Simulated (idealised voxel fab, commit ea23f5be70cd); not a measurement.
Documented hereafter: the process module known as voxel self aligned contacts.
cross-section cut | 260 nm wide | cells 5 nm
Each cross-section below is a grid of square cells, stated as bands in top-down order, with one or more rows of cells making up each band.
A band entry consists of two parts. The first gives the height of the band's top and the height of its bottom, in nm. The rest lists the band's materials from left to right, each with its width in nm. A single material labelled with the word "full width" fills the band from edge to edge, and the word "blank" marks empty space.
Heights are reckoned from 0. Under this level, the received wafer is all of one material. The bottommost band is open-ended downward, for example "z 0 and below".
The two numbers in a width such as "30..40" mark its ends across the band: the first belongs to the top row of cells, the second to the bottom row, and from each row to the next the width moves by the same amount.
It should be understood that the words "no change occurred", when stated for a given step, signify that the cross-section underwent no change in any of its cells during that step.
Empty spaces without an open route to the top, at least 8 cells in extent, make up the entry "Sealed void list"; each is given as width x height at distance, where the distance is measured from the left edge, and all are in nm.
Note: text after step settings on the step line = simulator remark on that step.
What "overlay nm" on a step's line means: if the step has a mask, that mask lay this far to the right of its planned place, or, when the value is negative, to the left.
Planned step list for the process:
1) RECEIVE | material Si
2) OXIDIZE | depth nm 5
3) DIRECTIONAL_DEP | material polySi | thk nm 30
4) DIRECTIONAL_DEP | material SiN | thk nm 15
5) DIRECTIONAL_DEP | material aC | thk nm 10
6) PATTERN | tone cover | mask id GATE | material resist | width nm 30 | pitch nm 55 | thk nm 30 | overlay nm 0
7) DIRECTIONAL_ETCH | etch materials aC | depth nm 10
8) STRIP | etch materials resist
9) DIRECTIONAL_ETCH | etch materials SiN | depth nm 15
10) DIRECTIONAL_ETCH | etch materials polySi | depth nm 30
11) STRIP | etch materials aC
12) CONFORMAL_DEP | material SiN | thk nm 5
13) DIRECTIONAL_ETCH | etch materials SiN | depth nm 5
14) FILL_DEP | material SiO2 | thk nm 15
15) CMP | height nm 50
16) MASKED_ETCH | tone open | mask id CONTACT | width nm 35 | etch materials SiO2 | depth nm 55 | overlay nm 0
17) CONFORMAL_DEP | material TiN | thk nm 5
18) FILL_DEP | material Ru | thk nm 5
19) CMP | height nm 50
20) CONFORMAL_DEP | material SiN | thk nm 5
Wafer as received: cross-section following step 1:
- z 0 and below | Si full width
- Sealed void list: none
Run as planned - first of the two wafers cross-sectioned at the end of the module:
- z 55 to 50 | SiN full width
- z 50 to 45 | SiO2 110, then TiN 15, then Ru 5, then TiN 15, then SiO2 115
- z 45 to 30 | SiO2 80, then SiN 40, then TiN 5, then Ru 5, then TiN 5, then SiN 40, then SiO2 85
- z 30 to 0 | SiO2 80, then SiN 5, then polySi 30, then SiN 5, then TiN 5, then Ru 5, then TiN 5, then SiN 5, then polySi 30, then SiN 5, then SiO2 85
- z 0 to -5 | SiO2 120, then TiN 15, then SiO2 125
- z -5 and below | Si full width
- Sealed void list: none
Module end: cross-section of wafer two of two. Same start and process plan as the first wafer. One mistake during execution:
- z 55 to 50 | SiN full width
- z 50 to 45 | SiO2 110, then TiN 15, then Ru 5, then TiN 15, then SiO2 115
- z 45 to 30 | SiO2 80, then SiN 40, then TiN 5, then Ru 5, then TiN 5, then SiN 40, then SiO2 85
- z 30 to 10 | SiO2 80, then SiN 5, then polySi 30, then SiN 5, then TiN 5, then Ru 5, then TiN 5, then SiN 5, then polySi 30, then SiN 5, then SiO2 85
- z 10 to 5 | SiO2 80, then SiN 5, then polySi 30, then SiN 5, then TiN 15, then SiN 5, then polySi 30, then SiN 5, then SiO2 85
- z 5 to 0 | SiN 85, then polySi 30, then SiN 25, then polySi 30, then SiN 90
- z 0 to -5 | SiO2 full width
- z -5 and below | Si full width
- Sealed void list: none
Processing error: the intended sequence of steps 12 and 13 was reversed during processing, with each occupying the position of the other
Final comparison by cell count, materials where the second wafer has more or fewer than the first: Ru -2, SiN +36, SiO2 -30, TiN -4
